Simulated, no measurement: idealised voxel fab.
The following process module bears the name voxel spacer lines.
Section cut is 240 nm wide and gridded with 5 nm square cells.
If you're reading a cross-section in this doc, picture square cells in a grid; it comes to you as bands, top ones listed first down to the bottom, and a band can be one or more rows of cells.
Quick guide to a band line: top height, bottom height (nm) up front; then every material left to right with its width in nm. Only one material and it's marked "edge to edge"? Then it fills the band edge to edge. And "empty" just means empty space.
Below 0: as-received wafer, all one material; heights counted from there. Lowest band: no bottom, goes on down, written "0 and below".
You'd read "30->40" like this: the band's top row of cells is as wide as the first number, its bottom row is as wide as the second, and going down, every row changes width by the same amount as the row before did.
Where a step carries "nothing altered", the cross-section came out of it unchanged, cell for cell.
Empty spaces counting at least 8 cells and having no open way to the top are listed in "Fully sealed cavities". The notation width x height at distance is used for each, the distance being from the left edge and all three values in nm.
On each step's line, the part that comes after the settings is the simulator's own comment on the step.
overlay nm: for a step with a mask, the amount by which the mask lay right of where it was planned; a negative amount means left of it.

The process steps that were planned are listed below
1: RECEIVE: material Si
2: CONFORMAL_DEP: material Al2O3, thk nm 10
3: DIRECTIONAL_DEP: material polySi, thk nm 15
4: DIRECTIONAL_DEP: material aC, thk nm 25
5: PATTERN: tone cover, mask id MANDREL, material resist, width nm 25, pitch nm 70, thk nm 30, overlay nm 0
6: DIRECTIONAL_ETCH: etch materials aC, depth nm 25
7: STRIP: etch materials resist
8: CONFORMAL_DEP: material SiN, thk nm 10
9: DIRECTIONAL_ETCH: etch materials SiN, depth nm 10
10: STRIP: etch materials aC
11: DIRECTIONAL_ETCH: etch materials polySi, depth nm 15
12: STRIP: etch materials SiN

Incoming wafer in cross-section (state: after step 1)
- 0 and below: Si edge to edge
- Fully sealed cavities: none

Same starting wafer, same plan as above, one mistake in the execution; this is the cross-section at the end of the module
- 25 down to 15: 60 empty  10 polySi  25 empty  10 polySi  25 empty  10 polySi  25 empty  10 polySi  65 empty
- 15 down to 10: polySi edge to edge
- 10 down to 0: Al2O3 edge to edge
- 0 and below: Si edge to edge
- Fully sealed cavities: none
Error vs. plan: step 11 went in with a setting other than planned; the actual run was DIRECTIONAL_ETCH: etch materials polySi, depth nm 10
